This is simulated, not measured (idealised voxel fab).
The name of this process module is voxel capacitor over wiring.
Square cell edge 5 nm, section width 260 nm, ID cut.
Reading order for cross-sections: top band down to bottom band. Underlying form: a grid of square cells. Band size: one or more rows of cells. Per band: top height and bottom height in nm, followed by the left-to-right materials and their widths in nm; "full width" marks a single material spanning edge to edge, "blank" marks empty space. Height 0 is the level under which the wafer as received is all one material. The lowest band goes on downwards, as in "0..down". Width: "30 to 40" (first number = top row, second number = bottom row, same change from row to row of cells). For the purposes of this document, the phrase "no change" attached to a step denotes that no cell within the cross-section was modified by that step. Basically, "Voids lacking openings" tells you about the enclosed voids: empty spaces with no open way to the top, 8 cells or bigger, each written width x height at distance, where distance is from the left edge, all in nm. That trailing text on a step's line, after the settings, is the simulator's own remark on the step. overlay nm: step with mask; distance mask lay right of planned place; negative value = left of planned place. The remainder of this document consists of a sequence of paired cross-sections. Each pair presents the cross-section prior to one process step together with the cross-section following it, the latter being rendered only as deep as the lowest band that underwent change. The intervening step, together with its settings, is stated beneath each pair. Because the pairs may originate from different runs of this module on the same starting wafer, a given pair is to be read as continuing from the preceding pair only where its entry headed "Pre-step snapshot" so indicates.

# Pre-step snapshot
- 0..down  Si full width
- Voids lacking openings: none

# Result of Step
- 15..0  SiO2 full width
- Everything below 0 is unchanged.
- Voids lacking openings: none
The process step separating the two cross-sections depicted above is as follows: CONFORMAL_DEP: material SiO2, thk nm 15

Pre-step snapshot: It is represented by the cross-section appearing after the step of the pair directly above.

# Result of Step
- 20..15  TiN full width
- Everything below 15 is unchanged.
- Voids lacking openings: none
The process step separating the two cross-sections depicted above is as follows: DIRECTIONAL_DEP: material TiN, thk nm 5

Pre-step snapshot: It is represented by the cross-section appearing after the step of the pair directly above.

# Result of Step
- 45..20  W full width
- Everything below 20 is unchanged.
- Voids lacking openings: none
The process step separating the two cross-sections depicted above is as follows: DIRECTIONAL_DEP: material W, thk nm 25

Pre-step snapshot: It is represented by the cross-section appearing after the step of the pair directly above.

# Result of Step
- 55..45  aC full width
- Everything below 45 is unchanged.
- Voids lacking openings: none
The process step separating the two cross-sections depicted above is as follows: DIRECTIONAL_DEP: material aC, thk nm 10

Pre-step snapshot: It is represented by the cross-section appearing after the step of the pair directly above.

# Result of Step
- 80..55  blank: 75 / resist: 20 / blank: 65 / resist: 20 / blank: 80
- Everything below 55 is unchanged.
- Voids lacking openings: none
The process step separating the two cross-sections depicted above is as follows: PATTERN: tone cover, mask id METAL_1, material resist, width nm 20, pitch nm 85, thk nm 25, overlay nm 0

Pre-step snapshot: It is represented by the cross-section appearing after the step of the pair directly above.

# Result of Step
- 70..55  blank: 75 / resist: 20 / blank: 65 / resist: 20 / blank: 80
- 55..45  blank: 75 / aC: 20 / blank: 65 / aC: 20 / blank: 80
- Everything below 45 is unchanged.
- Voids lacking openings: none
The process step separating the two cross-sections depicted above is as follows: DIRECTIONAL_ETCH: etch materials aC, depth nm 10

Pre-step snapshot: It is represented by the cross-section appearing after the step of the pair directly above.

# Result of Step
- 55..45  blank: 75 / aC: 20 / blank: 65 / aC: 20 / blank: 80
- Everything below 45 is unchanged.
- Voids lacking openings: none
The process step separating the two cross-sections depicted above is as follows: STRIP: etch materials resist

Pre-step snapshot: It is represented by the cross-section appearing after the step of the pair directly above.

# Result of Step
- 55..45  blank: 75 / aC: 20 / blank: 65 / aC: 20 / blank: 80
- 45..20  blank: 75 / W: 20 / blank: 65 / W: 20 / blank: 80
- Everything below 20 is unchanged.
- Voids lacking openings: none
The process step separating the two cross-sections depicted above is as follows: DIRECTIONAL_ETCH: etch materials W, depth nm 25

Pre-step snapshot: It is represented by the cross-section appearing after the step of the pair directly above.

# Result of Step
- 55..45  blank: 75 / aC: 20 / blank: 65 / aC: 20 / blank: 80
- 45..20  blank: 75 / W: 20 / blank: 65 / W: 20 / blank: 80
- 20..15  blank: 75 / TiN: 20 / blank: 65 / TiN: 20 / blank: 80
- Everything below 15 is unchanged.
- Voids lacking openings: none
The process step separating the two cross-sections depicted above is as follows: DIRECTIONAL_ETCH: etch materials TiN, depth nm 5

Pre-step snapshot: It is represented by the cross-section appearing after the step of the pair directly above.

# Result of Step
- 45..20  blank: 75 / W: 20 / blank: 65 / W: 20 / blank: 80
- Everything below 20 is unchanged.
- Voids lacking openings: none
The process step separating the two cross-sections depicted above is as follows: STRIP: etch materials aC

Pre-step snapshot: It is represented by the cross-section appearing after the step of the pair directly above.

# Result of Step
- 50..45  blank: 70 / SiN: 30 / blank: 55 / SiN: 30 / blank: 75
- 45..20  blank: 70 / SiN: 5 / W: 20 / SiN: 5 / blank: 55 / SiN: 5 / W: 20 / SiN: 5 / blank: 75
- 20..15  SiN: 75 / TiN: 20 / SiN: 65 / TiN: 20 / SiN: 80
- Everything below 15 is unchanged.
- Voids lacking openings: none
The process step separating the two cross-sections depicted above is as follows: CONFORMAL_DEP: material SiN, thk nm 5

Pre-step snapshot: It is represented by the cross-section appearing after the step of the pair directly above.

# Result of Step
- 55..50  SiO2 full width
- 50..45  SiO2: 70 / SiN: 30 / SiO2: 55 / SiN: 30 / SiO2: 75
- 45..20  SiO2: 70 / SiN: 5 / W: 20 / SiN: 5 / SiO2: 55 / SiN: 5 / W: 20 / SiN: 5 / SiO2: 75
- Everything below 20 is unchanged.
- Voids lacking openings: none
The process step separating the two cross-sections depicted above is as follows: FILL_DEP: material SiO2, thk nm 5

Pre-step snapshot: It is represented by the cross-section appearing after the step of the pair directly above.

# Result of Step
- 45..20  SiO2: 70 / SiN: 5 / W: 20 / SiN: 5 / SiO2: 55 / SiN: 5 / W: 20 / SiN: 5 / SiO2: 75
- Everything below 20 is unchanged.
- Voids lacking openings: none
The process step separating the two cross-sections depicted above is as follows: CMP: height nm 45

Pre-step snapshot: It is represented by the cross-section appearing after the step of the pair directly above.

# Result of Step
- 50..45  SiCN full width
- Everything below 45 is unchanged.
- Voids lacking openings: none
The process step separating the two cross-sections depicted above is as follows: CONFORMAL_DEP: material SiCN, thk nm 5

Pre-step snapshot: It is represented by the cross-section appearing after the step of the pair directly above.

# Result of Step
- 60..50  lowk full width
- Everything below 50 is unchanged.
- Voids lacking openings: none
The process step separating the two cross-sections depicted above is as follows: DIRECTIONAL_DEP: material lowk, thk nm 10

Pre-step snapshot: It is represented by the cross-section appearing after the step of the pair directly above.

# Result of Step
- 60..50  lowk: 80 / blank: 15 / lowk: 165
- Everything below 50 is unchanged.
- Voids lacking openings: none
The process step separating the two cross-sections depicted above is as follows: MASKED_ETCH: tone open, mask id PLUG_1, width nm 15, etch materials lowk, depth nm 10, overlay nm 0

Pre-step snapshot: It is represented by the cross-section appearing after the step of the pair directly above.

# Result of Step
- 60..50  lowk: 80 / blank: 15 / lowk: 165
- 50..45  SiCN: 80 / blank: 15 / SiCN: 165
- Everything below 45 is unchanged.
- Voids lacking openings: none
The process step separating the two cross-sections depicted above is as follows: MASKED_ETCH: tone open, mask id PLUG_1, width nm 15, etch materials SiCN, depth nm 5, overlay nm 0

Pre-step snapshot: It is represented by the cross-section appearing after the step of the pair directly above.

# Result of Step
- 65..60  TiN: 85 / blank: 5 / TiN: 170
- 60..50  lowk: 80 / TiN: 5 / blank: 5 / TiN: 5 / lowk: 165
- 50..45  SiCN: 80 / TiN: 15 / SiCN: 165
- Everything below 45 is unchanged.
- Voids lacking openings: none
The process step separating the two cross-sections depicted above is as follows: CONFORMAL_DEP: material TiN, thk nm 5

Pre-step snapshot: It is represented by the cross-section appearing after the step of the pair directly above.

# Result of Step
- 75..65  Cu full width
- 65..60  TiN: 85 / Cu: 5 / TiN: 170
- 60..50  lowk: 80 / TiN: 5 / Cu: 5 / TiN: 5 / lowk: 165
- Everything below 50 is unchanged.
- Voids lacking openings: none
The process step separating the two cross-sections depicted above is as follows: FILL_DEP: material Cu, thk nm 10

Pre-step snapshot: It is represented by the cross-section appearing after the step of the pair directly above.

# Result of Step
- 60..50  lowk: 80 / TiN: 5 / Cu: 5 / TiN: 5 / lowk: 165
- Everything below 50 is unchanged.
- Voids lacking openings: none
The process step separating the two cross-sections depicted above is as follows: CMP: height nm 60

Pre-step snapshot: It is represented by the cross-section appearing after the step of the pair directly above.

# Result of Step
- 70..60  TiN full width
- Everything below 60 is unchanged.
- Voids lacking openings: none
The process step separating the two cross-sections depicted above is as follows: DIRECTIONAL_DEP: material TiN, thk nm 10

Pre-step snapshot: It is represented by the cross-section appearing after the step of the pair directly above.

# Result of Step
- 75..70  HfO2 full width
- Everything below 70 is unchanged.
- Voids lacking openings: none
The process step separating the two cross-sections depicted above is as follows: DIRECTIONAL_DEP: material HfO2, thk nm 5

Pre-step snapshot: It is represented by the cross-section appearing after the step of the pair directly above.

# Result of Step
- 80..75  TiN full width
- Everything below 75 is unchanged.
- Voids lacking openings: none
The process step separating the two cross-sections depicted above is as follows: DIRECTIONAL_DEP: material TiN, thk nm 5

Pre-step snapshot: It is represented by the cross-section appearing after the step of the pair directly above.

# Result of Step
- 95..80  aC full width
- Everything below 80 is unchanged.
- Voids lacking openings: none
The process step separating the two cross-sections depicted above is as follows: DIRECTIONAL_DEP: material aC, thk nm 15

Pre-step snapshot: It is represented by the cross-section appearing after the step of the pair directly above.

# Result of Step
- 130..95  blank: 80 / resist: 70 / blank: 110
- Everything below 95 is unchanged.
- Voids lacking openings: none
The process step separating the two cross-sections depicted above is as follows: PATTERN: tone cover, mask id UPPER_PLATE, material resist, width nm 70, thk nm 35, overlay nm 0

Pre-step snapshot: It is represented by the cross-section appearing after the step of the pair directly above.

# Result of Step
- 115..95  blank: 80 / resist: 70 / blank: 110
- 95..80  blank: 80 / aC: 70 / blank: 110
- Everything below 80 is unchanged.
- Voids lacking openings: none
The process step separating the two cross-sections depicted above is as follows: DIRECTIONAL_ETCH: etch materials aC, depth nm 15

Pre-step snapshot: It is represented by the cross-section appearing after the step of the pair directly above.

# Result of Step
- 95..80  blank: 80 / aC: 70 / blank: 110
- Everything below 80 is unchanged.
- Voids lacking openings: none
The process step separating the two cross-sections depicted above is as follows: STRIP: etch materials resist

Pre-step snapshot: It is represented by the cross-section appearing after the step of the pair directly above.

# Result of Step
- 95..80  blank: 80 / aC: 70 / blank: 110
- 80..75  blank: 80 / TiN: 70 / blank: 110
- Everything below 75 is unchanged.
- Voids lacking openings: none
The process step separating the two cross-sections depicted above is as follows: DIRECTIONAL_ETCH: etch materials TiN, depth nm 5

Pre-step snapshot: It is represented by the cross-section appearing after the step of the pair directly above.

# Result of Step
- 95..80  blank: 80 / aC: 70 / blank: 110
- 80..75  blank: 80 / TiN: 70 / blank: 110
- 75..70  blank: 80 / HfO2: 70 / blank: 110
- Everything below 70 is unchanged.
- Voids lacking openings: none
The process step separating the two cross-sections depicted above is as follows: DIRECTIONAL_ETCH: etch materials HfO2, depth nm 5

Pre-step snapshot: It is represented by the cross-section appearing after the step of the pair directly above.

# Result of Step
- 80..75  blank: 80 / TiN: 70 / blank: 110
- Everything below 75 is unchanged.
- Voids lacking openings: none
The process step separating the two cross-sections depicted above is as follows: STRIP: etch materials aC

Pre-step snapshot: It is represented by the cross-section appearing after the step of the pair directly above.

# Result of Step
- 80..75  blank: 80 / TiN: 70 / blank: 110
- 75..70  blank: 80 / HfO2: 70 / blank: 110
- 70..60  blank: 75 / TiN: 80 / blank: 105
- Everything below 60 is unchanged.
- Voids lacking openings: none
The process step separating the two cross-sections depicted above is as follows: MASKED_ETCH: tone cover, mask id LOWER_PLATE, width nm 80, etch materials TiN, depth nm 10, overlay nm 0

Pre-step snapshot: It is represented by the cross-section appearing after the step of the pair directly above.

# Result of Step
- 100..80  SiO2 full width
- 80..75  SiO2: 80 / TiN: 70 / SiO2: 110
- 75..70  SiO2: 80 / HfO2: 70 / SiO2: 110
- 70..60  SiO2: 75 / TiN: 80 / SiO2: 105
- Everything below 60 is unchanged.
- Voids lacking openings: none
The process step separating the two cross-sections depicted above is as follows: FILL_DEP: material SiO2, thk nm 20

Pre-step snapshot: It is represented by the cross-section appearing after the step of the pair directly above.

# Result of Step
- 95..80  SiO2 full width
- Everything below 80 is unchanged.
- Voids lacking openings: none
The process step separating the two cross-sections depicted above is as follows: CMP: height nm 95

Pre-step snapshot: It is represented by the cross-section appearing after the step of the pair directly above.

# Result of Step
- 110..95  resist: 90 / blank: 15 / resist: 155
- Everything below 95 is unchanged.
- Voids lacking openings: none
The process step separating the two cross-sections depicted above is as follows: PATTERN: tone open, mask id PLUG_2, material resist, width nm 15, thk nm 15, overlay nm 0

Pre-step snapshot: It is represented by the cross-section appearing after the step of the pair directly above.

# Result of Step
- 110..95  resist: 90 / blank: 15 / resist: 155
- 95..80  SiO2: 90 / blank: 15 / SiO2: 155
- Everything below 80 is unchanged.
- Voids lacking openings: none
The process step separating the two cross-sections depicted above is as follows: DIRECTIONAL_ETCH: etch materials SiO2, depth nm 15

Pre-step snapshot: It is represented by the cross-section appearing after the step of the pair directly above.

# Result of Step
- 95..80  SiO2: 90 / blank: 15 / SiO2: 155
- Everything below 80 is unchanged.
- Voids lacking openings: none
The process step separating the two cross-sections depicted above is as follows: STRIP: etch materials resist

Pre-step snapshot: It is represented by the cross-section appearing after the step of the pair directly above.

# Result of Step
- 100..95  TiN: 95 / blank: 5 / TiN: 160
- 95..85  SiO2: 90 / TiN: 5 / blank: 5 / TiN: 5 / SiO2: 155
- 85..75  SiO2: 90 to 80 / TiN: 15 to 70 / SiO2: 155 to 110
- Everything below 75 is unchanged.
- Voids lacking openings: none
The process step separating the two cross-sections depicted above is as follows: CONFORMAL_DEP: material TiN, thk nm 5

Pre-step snapshot: It is represented by the cross-section appearing after the step of the pair directly above.

# Result of Step
- 105..100  Cu full width
- 100..95  TiN: 95 / Cu: 5 / TiN: 160
- 95..85  SiO2: 90 / TiN: 5 / Cu: 5 / TiN: 5 / SiO2: 155
- Everything below 85 is unchanged.
- Voids lacking openings: none
The process step separating the two cross-sections depicted above is as follows: FILL_DEP: material Cu, thk nm 5

Pre-step snapshot: It is represented by the cross-section appearing after the step of the pair directly above.

# Result of Step
- 95..85  SiO2: 90 / TiN: 5 / Cu: 5 / TiN: 5 / SiO2: 155
- Everything below 85 is unchanged.
- Voids lacking openings: none
The process step separating the two cross-sections depicted above is as follows: CMP: height nm 95

Pre-step snapshot: It is represented by the cross-section appearing after the step of the pair directly above.

# Result of Step
- 100..95  SiN full width
- Everything below 95 is unchanged.
- Voids lacking openings: none
The process step separating the two cross-sections depicted above is as follows: CONFORMAL_DEP: material SiN, thk nm 5

# Pre-step snapshot
- 15..0  SiO2 full width
- 0..down  Si full width
- Voids lacking openings: none

# Result of Step
- 40..15  W full width
- Everything below 15 is unchanged.
- Voids lacking openings: none
The process step separating the two cross-sections depicted above is as follows: DIRECTIONAL_DEP: material W, thk nm 25

Pre-step snapshot: It is represented by the cross-section appearing after the step of the pair directly above.

# Result of Step
- 50..40  aC full width
- Everything below 40 is unchanged.
- Voids lacking openings: none
The process step separating the two cross-sections depicted above is as follows: DIRECTIONAL_DEP: material aC, thk nm 10

Pre-step snapshot: It is represented by the cross-section appearing after the step of the pair directly above.

# Result of Step
- 75..50  blank: 75 / resist: 20 / blank: 65 / resist: 20 / blank: 80
- Everything below 50 is unchanged.
- Voids lacking openings: none
The process step separating the two cross-sections depicted above is as follows: PATTERN: tone cover, mask id METAL_1, material resist, width nm 20, pitch nm 85, thk nm 25, overlay nm 0

Pre-step snapshot: It is represented by the cross-section appearing after the step of the pair directly above.

# Result of Step
- 65..50  blank: 75 / resist: 20 / blank: 65 / resist: 20 / blank: 80
- 50..40  blank: 75 / aC: 20 / blank: 65 / aC: 20 / blank: 80
- Everything below 40 is unchanged.
- Voids lacking openings: none
The process step separating the two cross-sections depicted above is as follows: DIRECTIONAL_ETCH: etch materials aC, depth nm 10

Pre-step snapshot: It is represented by the cross-section appearing after the step of the pair directly above.

# Result of Step
- 50..40  blank: 75 / aC: 20 / blank: 65 / aC: 20 / blank: 80
- Everything below 40 is unchanged.
- Voids lacking openings: none
The process step separating the two cross-sections depicted above is as follows: STRIP: etch materials resist

Pre-step snapshot: It is represented by the cross-section appearing after the step of the pair directly above.

# Result of Step
- 50..40  blank: 75 / aC: 20 / blank: 65 / aC: 20 / blank: 80
- 40..15  blank: 75 / W: 20 / blank: 65 / W: 20 / blank: 80
- Everything below 15 is unchanged.
- Voids lacking openings: none
The process step separating the two cross-sections depicted above is as follows: DIRECTIONAL_ETCH: etch materials W, depth nm 25

Pre-step snapshot: It is represented by the cross-section appearing after the step of the pair directly above.

# Result of Step
- 40..15  blank: 75 / W: 20 / blank: 65 / W: 20 / blank: 80
- Everything below 15 is unchanged.
- Voids lacking openings: none
The process step separating the two cross-sections depicted above is as follows: STRIP: etch materials aC

Pre-step snapshot: It is represented by the cross-section appearing after the step of the pair directly above.

# Result of Step
- 45..40  blank: 70 / SiN: 30 / blank: 55 / SiN: 30 / blank: 75
- 40..20  blank: 70 / SiN: 5 / W: 20 / SiN: 5 / blank: 55 / SiN: 5 / W: 20 / SiN: 5 / blank: 75
- 20..15  SiN: 75 / W: 20 / SiN: 65 / W: 20 / SiN: 80
- Everything below 15 is unchanged.
- Voids lacking openings: none
The process step separating the two cross-sections depicted above is as follows: CONFORMAL_DEP: material SiN, thk nm 5

Pre-step snapshot: It is represented by the cross-section appearing after the step of the pair directly above.

# Result of Step
- 50..45  SiO2 full width
- 45..40  SiO2: 70 / SiN: 30 / SiO2: 55 / SiN: 30 / SiO2: 75
- 40..20  SiO2: 70 / SiN: 5 / W: 20 / SiN: 5 / SiO2: 55 / SiN: 5 / W: 20 / SiN: 5 / SiO2: 75
- Everything below 20 is unchanged.
- Voids lacking openings: none
The process step separating the two cross-sections depicted above is as follows: FILL_DEP: material SiO2, thk nm 5

Pre-step snapshot: It is represented by the cross-section appearing after the step of the pair directly above.

# Result of Step
- 45..40  SiO2: 70 / SiN: 30 / SiO2: 55 / SiN: 30 / SiO2: 75
- Everything below 40 is unchanged.
- Voids lacking openings: none
The process step separating the two cross-sections depicted above is as follows: CMP: height nm 45

Pre-step snapshot: It is represented by the cross-section appearing after the step of the pair directly above.

# Result of Step
- 50..45  SiCN full width
- Everything below 45 is unchanged.
- Voids lacking openings: none
The process step separating the two cross-sections depicted above is as follows: CONFORMAL_DEP: material SiCN, thk nm 5

Pre-step snapshot: It is represented by the cross-section appearing after the step of the pair directly above.

# Result of Step
- 60..50  lowk full width
- Everything below 50 is unchanged.
- Voids lacking openings: none
The process step separating the two cross-sections depicted above is as follows: DIRECTIONAL_DEP: material lowk, thk nm 10

Pre-step snapshot: It is represented by the cross-section appearing after the step of the pair directly above.

# Result of Step
- 60..50  lowk: 80 / blank: 15 / lowk: 165
- Everything below 50 is unchanged.
- Voids lacking openings: none
The process step separating the two cross-sections depicted above is as follows: MASKED_ETCH: tone open, mask id PLUG_1, width nm 15, etch materials lowk, depth nm 10, overlay nm 0

Pre-step snapshot: It is represented by the cross-section appearing after the step of the pair directly above.

# Result of Step
- 60..50  lowk: 80 / blank: 15 / lowk: 165
- 50..45  SiCN: 80 / blank: 15 / SiCN: 165
- Everything below 45 is unchanged.
- Voids lacking openings: none
The process step separating the two cross-sections depicted above is as follows: MASKED_ETCH: tone open, mask id PLUG_1, width nm 15, etch materials SiCN, depth nm 5, overlay nm 0

Pre-step snapshot: It is represented by the cross-section appearing after the step of the pair directly above.

# Result of Step
- 65..60  TiN: 85 / blank: 5 / TiN: 170
- 60..50  lowk: 80 / TiN: 5 / blank: 5 / TiN: 5 / lowk: 165
- 50..45  SiCN: 80 / TiN: 15 / SiCN: 165
- Everything below 45 is unchanged.
- Voids lacking openings: none
The process step separating the two cross-sections depicted above is as follows: CONFORMAL_DEP: material TiN, thk nm 5

Pre-step snapshot: It is represented by the cross-section appearing after the step of the pair directly above.

# Result of Step
- 75..65  Cu full width
- 65..60  TiN: 85 / Cu: 5 / TiN: 170
- 60..50  lowk: 80 / TiN: 5 / Cu: 5 / TiN: 5 / lowk: 165
- Everything below 50 is unchanged.
- Voids lacking openings: none
The process step separating the two cross-sections depicted above is as follows: FILL_DEP: material Cu, thk nm 10

Pre-step snapshot: It is represented by the cross-section appearing after the step of the pair directly above.

# Result of Step
- 60..50  lowk: 80 / TiN: 5 / Cu: 5 / TiN: 5 / lowk: 165
- Everything below 50 is unchanged.
- Voids lacking openings: none
The process step separating the two cross-sections depicted above is as follows: CMP: height nm 60

Pre-step snapshot: It is represented by the cross-section appearing after the step of the pair directly above.

# Result of Step
- 70..60  TiN full width
- Everything below 60 is unchanged.
- Voids lacking openings: none
The process step separating the two cross-sections depicted above is as follows: DIRECTIONAL_DEP: material TiN, thk nm 10

Pre-step snapshot: It is represented by the cross-section appearing after the step of the pair directly above.

# Result of Step
- 75..70  HfO2 full width
- Everything below 70 is unchanged.
- Voids lacking openings: none
The process step separating the two cross-sections depicted above is as follows: DIRECTIONAL_DEP: material HfO2, thk nm 5

Pre-step snapshot: It is represented by the cross-section appearing after the step of the pair directly above.

# Result of Step
- 80..75  TiN full width
- Everything below 75 is unchanged.
- Voids lacking openings: none
The process step separating the two cross-sections depicted above is as follows: DIRECTIONAL_DEP: material TiN, thk nm 5

Pre-step snapshot: It is represented by the cross-section appearing after the step of the pair directly above.

# Result of Step
- 95..80  aC full width
- Everything below 80 is unchanged.
- Voids lacking openings: none
The process step separating the two cross-sections depicted above is as follows: DIRECTIONAL_DEP: material aC, thk nm 15

Pre-step snapshot: It is represented by the cross-section appearing after the step of the pair directly above.

# Result of Step
- 130..95  blank: 80 / resist: 70 / blank: 110
- Everything below 95 is unchanged.
- Voids lacking openings: none
The process step separating the two cross-sections depicted above is as follows: PATTERN: tone cover, mask id UPPER_PLATE, material resist, width nm 70, thk nm 35, overlay nm 0

Pre-step snapshot: It is represented by the cross-section appearing after the step of the pair directly above.

# Result of Step
- 115..95  blank: 80 / resist: 70 / blank: 110
- 95..80  blank: 80 / aC: 70 / blank: 110
- Everything below 80 is unchanged.
- Voids lacking openings: none
The process step separating the two cross-sections depicted above is as follows: DIRECTIONAL_ETCH: etch materials aC, depth nm 15

Pre-step snapshot: It is represented by the cross-section appearing after the step of the pair directly above.

# Result of Step
- 95..80  blank: 80 / aC: 70 / blank: 110
- Everything below 80 is unchanged.
- Voids lacking openings: none
The process step separating the two cross-sections depicted above is as follows: STRIP: etch materials resist

Pre-step snapshot: It is represented by the cross-section appearing after the step of the pair directly above.

# Result of Step
- 95..80  blank: 80 / aC: 70 / blank: 110
- 80..75  blank: 80 / TiN: 70 / blank: 110
- Everything below 75 is unchanged.
- Voids lacking openings: none
The process step separating the two cross-sections depicted above is as follows: DIRECTIONAL_ETCH: etch materials TiN, depth nm 5

Pre-step snapshot: It is represented by the cross-section appearing after the step of the pair directly above.

# Result of Step
- 95..80  blank: 80 / aC: 70 / blank: 110
- 80..75  blank: 80 / TiN: 70 / blank: 110
- 75..70  blank: 80 / HfO2: 70 / blank: 110
- Everything below 70 is unchanged.
- Voids lacking openings: none
The process step separating the two cross-sections depicted above is as follows: DIRECTIONAL_ETCH: etch materials HfO2, depth nm 5

Pre-step snapshot: It is represented by the cross-section appearing after the step of the pair directly above.

# Result of Step
- 80..75  blank: 80 / TiN: 70 / blank: 110
- Everything below 75 is unchanged.
- Voids lacking openings: none
The process step separating the two cross-sections depicted above is as follows: STRIP: etch materials aC

Pre-step snapshot: It is represented by the cross-section appearing after the step of the pair directly above.

# Result of Step
- 80..75  blank: 80 / TiN: 70 / blank: 110
- 75..70  blank: 80 / HfO2: 70 / blank: 110
- 70..60  blank: 75 / TiN: 80 / blank: 105
- Everything below 60 is unchanged.
- Voids lacking openings: none
The process step separating the two cross-sections depicted above is as follows: MASKED_ETCH: tone cover, mask id LOWER_PLATE, width nm 80, etch materials TiN, depth nm 10, overlay nm 0

Pre-step snapshot: It is represented by the cross-section appearing after the step of the pair directly above.

# Result of Step
- 100..80  SiO2 full width
- 80..75  SiO2: 80 / TiN: 70 / SiO2: 110
- 75..70  SiO2: 80 / HfO2: 70 / SiO2: 110
- 70..60  SiO2: 75 / TiN: 80 / SiO2: 105
- Everything below 60 is unchanged.
- Voids lacking openings: none
The process step separating the two cross-sections depicted above is as follows: FILL_DEP: material SiO2, thk nm 20

Pre-step snapshot: It is represented by the cross-section appearing after the step of the pair directly above.

# Result of Step
- 95..80  SiO2 full width
- Everything below 80 is unchanged.
- Voids lacking openings: none
The process step separating the two cross-sections depicted above is as follows: CMP: height nm 95

Pre-step snapshot: It is represented by the cross-section appearing after the step of the pair directly above.

# Result of Step
- 110..95  resist: 90 / blank: 15 / resist: 155
- Everything below 95 is unchanged.
- Voids lacking openings: none
The process step separating the two cross-sections depicted above is as follows: PATTERN: tone open, mask id PLUG_2, material resist, width nm 15, thk nm 15, overlay nm 0

Pre-step snapshot: It is represented by the cross-section appearing after the step of the pair directly above.

# Result of Step
- 110..95  resist: 90 / blank: 15 / resist: 155
- 95..80  SiO2: 90 / blank: 15 / SiO2: 155
- Everything below 80 is unchanged.
- Voids lacking openings: none
The process step separating the two cross-sections depicted above is as follows: DIRECTIONAL_ETCH: etch materials SiO2, depth nm 15

Pre-step snapshot: It is represented by the cross-section appearing after the step of the pair directly above.

# Result of Step
- 95..80  SiO2: 90 / blank: 15 / SiO2: 155
- Everything below 80 is unchanged.
- Voids lacking openings: none
The process step separating the two cross-sections depicted above is as follows: STRIP: etch materials resist

Pre-step snapshot: It is represented by the cross-section appearing after the step of the pair directly above.

# Result of Step
- 100..95  TiN: 95 / blank: 5 / TiN: 160
- 95..85  SiO2: 90 / TiN: 5 / blank: 5 / TiN: 5 / SiO2: 155
- 85..75  SiO2: 90 to 80 / TiN: 15 to 70 / SiO2: 155 to 110
- Everything below 75 is unchanged.
- Voids lacking openings: none
The process step separating the two cross-sections depicted above is as follows: CONFORMAL_DEP: material TiN, thk nm 5

Pre-step snapshot: It is represented by the cross-section appearing after the step of the pair directly above.

# Result of Step
- 105..100  Cu full width
- 100..95  TiN: 95 / Cu: 5 / TiN: 160
- 95..85  SiO2: 90 / TiN: 5 / Cu: 5 / TiN: 5 / SiO2: 155
- Everything below 85 is unchanged.
- Voids lacking openings: none
The process step separating the two cross-sections depicted above is as follows: FILL_DEP: material Cu, thk nm 5

Pre-step snapshot: It is represented by the cross-section appearing after the step of the pair directly above.

# Result of Step
- 95..85  SiO2: 90 / TiN: 5 / Cu: 5 / TiN: 5 / SiO2: 155
- Everything below 85 is unchanged.
- Voids lacking openings: none
The process step separating the two cross-sections depicted above is as follows: CMP: height nm 95

Pre-step snapshot: It is represented by the cross-section appearing after the step of the pair directly above.

# Result of Step
- 100..95  SiN full width
- Everything below 95 is unchanged.
- Voids lacking openings: none
The process step separating the two cross-sections depicted above is as follows: CONFORMAL_DEP: material SiN, thk nm 5

# Pre-step snapshot
- 15..0  SiO2 full width
- 0..down  Si full width
- Voids lacking openings: none

# Result of Step
- 30..0  SiO2 full width
- Everything below 0 is unchanged.
- Voids lacking openings: none
The process step separating the two cross-sections depicted above is as follows: CONFORMAL_DEP: material SiO2, thk nm 15

Pre-step snapshot: It is represented by the cross-section appearing after the step of the pair directly above.

# Result of Step
- 35..30  TiN full width
- Everything below 30 is unchanged.
- Voids lacking openings: none
The process step separating the two cross-sections depicted above is as follows: DIRECTIONAL_DEP: material TiN, thk nm 5

Pre-step snapshot: It is represented by the cross-section appearing after the step of the pair directly above.

# Result of Step
- 60..35  W full width
- Everything below 35 is unchanged.
- Voids lacking openings: none
The process step separating the two cross-sections depicted above is as follows: DIRECTIONAL_DEP: material W, thk nm 25

Pre-step snapshot: It is represented by the cross-section appearing after the step of the pair directly above.

# Result of Step
- 70..60  aC full width
- Everything below 60 is unchanged.
- Voids lacking openings: none
The process step separating the two cross-sections depicted above is as follows: DIRECTIONAL_DEP: material aC, thk nm 10

Pre-step snapshot: It is represented by the cross-section appearing after the step of the pair directly above.

# Result of Step
- 95..70  blank: 75 / resist: 20 / blank: 65 / resist: 20 / blank: 80
- Everything below 70 is unchanged.
- Voids lacking openings: none
The process step separating the two cross-sections depicted above is as follows: PATTERN: tone cover, mask id METAL_1, material resist, width nm 20, pitch nm 85, thk nm 25, overlay nm 0

Pre-step snapshot: It is represented by the cross-section appearing after the step of the pair directly above.

# Result of Step
- 85..70  blank: 75 / resist: 20 / blank: 65 / resist: 20 / blank: 80
- 70..60  blank: 75 / aC: 20 / blank: 65 / aC: 20 / blank: 80
- Everything below 60 is unchanged.
- Voids lacking openings: none
The process step separating the two cross-sections depicted above is as follows: DIRECTIONAL_ETCH: etch materials aC, depth nm 10

Pre-step snapshot: It is represented by the cross-section appearing after the step of the pair directly above.

# Result of Step
- 70..60  blank: 75 / aC: 20 / blank: 65 / aC: 20 / blank: 80
- Everything below 60 is unchanged.
- Voids lacking openings: none
The process step separating the two cross-sections depicted above is as follows: STRIP: etch materials resist

Pre-step snapshot: It is represented by the cross-section appearing after the step of the pair directly above.

# Result of Step
- 70..60  blank: 75 / aC: 20 / blank: 65 / aC: 20 / blank: 80
- 60..35  blank: 75 / W: 20 / blank: 65 / W: 20 / blank: 80
- Everything below 35 is unchanged.
- Voids lacking openings: none
The process step separating the two cross-sections depicted above is as follows: DIRECTIONAL_ETCH: etch materials W, depth nm 25

Pre-step snapshot: It is represented by the cross-section appearing after the step of the pair directly above.

# Result of Step
- 70..60  blank: 75 / aC: 20 / blank: 65 / aC: 20 / blank: 80
- 60..35  blank: 75 / W: 20 / blank: 65 / W: 20 / blank: 80
- 35..30  blank: 75 / TiN: 20 / blank: 65 / TiN: 20 / blank: 80
- Everything below 30 is unchanged.
- Voids lacking openings: none
The process step separating the two cross-sections depicted above is as follows: DIRECTIONAL_ETCH: etch materials TiN, depth nm 5

Pre-step snapshot: It is represented by the cross-section appearing after the step of the pair directly above.

# Result of Step
- 60..35  blank: 75 / W: 20 / blank: 65 / W: 20 / blank: 80
- Everything below 35 is unchanged.
- Voids lacking openings: none
The process step separating the two cross-sections depicted above is as follows: STRIP: etch materials aC
